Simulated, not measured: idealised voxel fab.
Process module under the name voxel local oxidation
Section shown: cut. Width: 170 nm. Cell size: 5 nm, square.
We lay out every cross-section as a grid of square cells and spell it out in bands from the top down, where one band means one or more rows of cells. Quick guide to a band line: top height, bottom height (nm) up front; then every material left to right with its width in nm. Only one material and it's marked "throughout"? Then it fills the band edge to edge. And "blank" just means empty space. The reference from which all heights are counted is 0, the level beneath which the as-received wafer is entirely one material; the lowest band, having no lower bound, proceeds downward and is written after the example "0 -> down". Per-row width for "30 to 40": begins at first number (top row of band), ends at second number (bottom row), increment between rows held constant. You'll sometimes find "all unchanged" written for a step, and that's the way of saying that nowhere in the cross-section did a cell change during that step. If an empty space has no open way to the top and is at least 8 cells in size, "Closed voids list" lists it, written width x height at distance, where distance is measured from the left edge and every value is in nm. That trailing text on a step's line, after the settings, is the simulator's own remark on the step. "overlay nm", when on a step's line for a step with a mask, measures how far to the right of its planned place the mask lay; a negative measure means to the left.
[Process steps (planned)]
1 RECEIVE | material Si
2 OXIDIZE | depth nm 5
3 CONFORMAL_DEP | material SiN | thk nm 10
4 MASKED_ETCH | tone cover | mask id ACTIVE | width nm 100 | etch materials SiN | depth nm 10 | overlay nm 0
5 SELECTIVE_ETCH | etch materials SiO2 | depth nm 5
6 OXIDIZE | depth nm 10
7 STRIP | etch materials SiN
Keep in mind the plan's value for the depth nm of step 5 comes from the first wafer; the wafers don't share that setting, but they do share the same starting point.
[After step 1, as received: first of several wafers, cross-section]
    0 -> down  Si throughout
    Closed voids list: none
[Cross-section after step 7, the final step of the module, for the first of several wafers]
    0 -> -5  blank: 40 / SiO2: 90 / blank: 40
    -5 -> -15  SiO2: 50 / Si: 70 / SiO2: 50
    -15 -> down  Si throughout
    Closed voids list: none
[End of module, last wafer sectioned]
    0 -> -5  blank: 55 / SiO2: 60 / blank: 55
    -5 -> -15  SiO2: 65 / Si: 40 / SiO2: 65
    -15 -> down  Si throughout
    Closed voids list: none
[Here is how to read the rows: every wafer has a row, and it shows the wafer at the end of the module, giving for each material how many cells were gained (+) or lost (-) since the wafer was received, then listing its closed voids]
depth nm 5; -74 Si; +58 SiO2; Closed voids list: none
depth nm 10; -78 Si; +60 SiO2; Closed voids list: none
depth nm 15; -82 Si; +62 SiO2; Closed voids list: none
depth nm 20; -86 Si; +64 SiO2; Closed voids list: none
